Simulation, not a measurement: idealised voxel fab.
This is a process module. Its name is voxel plated lines.
Section shown: cut. Width: 175 nm. Cell size: 5 nm, square.
If you're reading a cross-section in this doc, picture square cells in a grid; it comes to you as bands, top ones listed first down to the bottom, and a band can be one or more rows of cells.
The entry gives the band's vertical extent as a top height and a bottom height in nm, then its horizontal make-up as materials from left to right, each with a width in nm. "empty" stands for empty space; a single material marked "everywhere" fills the band edge to edge.
Basically, 0 is our baseline, since under it the wafer straight out of the box is all one material. The bottom band has no lower end and keeps on going down, so it looks like "top 0, no bottom".
The two numbers in a width such as "30->40" mark its ends across the band: the first belongs to the top row of cells, the second to the bottom row, and from each row to the next the width moves by the same amount.
"nothing was modified" for a step: no cell of the cross-section changed in that step.
Look at "Trapped void list" for the closed voids: empty spaces with no open path to the top, sized 8 cells or up. Each is width x height at distance, distance from the left edge, all nm.
Formally, on a step line, whatever follows the settings is a remark that the simulator itself makes on the step.
overlay nm: right-of-plan distance of the mask on a masked step; negative values mean left-of-plan.

Steps in the process plan:
1,RECEIVE, material Si
2,CONFORMAL_DEP, material SiO2, thk nm 5
3,DIRECTIONAL_DEP, material TiN, thk nm 5
4,PATTERN, tone open, mask id LINES, material resist, width nm 20, pitch nm 40, thk nm 40, overlay nm 0
5,EPI, material Ru, thk nm 5
6,EPI, material Ru, thk nm 5
7,EPI, material Ru, thk nm 10
8,STRIP, etch materials resist
9,DIRECTIONAL_ETCH, etch materials TiN, depth nm 5
10,CONFORMAL_DEP, material SiN, thk nm 10

This is the cross-section of the wafer as we received it, i.e. after step 1:
* top 0, no bottom: Si everywhere
* Trapped void list: none

Module complete - cross-section of the first of two wafers, run according to plan:
* top 40, bottom 30: empty 25 nm, then SiN 120 nm, then empty 30 nm
* top 30, bottom 15: empty 25 nm, then SiN 10 nm, then Ru 20 nm, then SiN 20 nm, then Ru 20 nm, then SiN 20 nm, then Ru 20 nm, then SiN 10 nm, then empty 30 nm
* top 15, bottom 10: SiN 35 nm, then Ru 20 nm, then SiN 20 nm, then Ru 20 nm, then SiN 20 nm, then Ru 20 nm, then SiN 40 nm
* top 10, bottom 5: SiN 35 nm, then TiN 20 nm, then SiN 20 nm, then TiN 20 nm, then SiN 20 nm, then TiN 20 nm, then SiN 40 nm
* top 5, bottom 0: SiO2 everywhere
* top 0, no bottom: Si everywhere
* Trapped void list: none

End of module, second wafer, cross-section. Started like the first, planned like the first, run with one mistake:
* top 40, bottom 30: empty 25 nm, then SiN 120 nm, then empty 30 nm
* top 30, bottom 15: empty 25 nm, then SiN 10 nm, then Ru 20 nm, then SiN 20 nm, then Ru 20 nm, then SiN 20 nm, then Ru 20 nm, then SiN 10 nm, then empty 30 nm
* top 15, bottom 10: SiN 35 nm, then Ru 20 nm, then SiN 20 nm, then Ru 20 nm, then SiN 20 nm, then Ru 20 nm, then SiN 40 nm
* top 10, bottom 5: SiN 35 nm, then TiN 20 nm, then SiN 20 nm, then TiN 20 nm, then SiN 20 nm, then TiN 20 nm, then SiN 40 nm
* top 5, bottom 0: TiN everywhere
* top 0, no bottom: Si everywhere
* Trapped void list: none
Finding, execution versus plan: rather than as planned, step 2 actually ran as CONFORMAL_DEP, material TiN, thk nm 5
Final cells, second wafer relative to first, materials higher or lower: SiO2 -35 | TiN +35
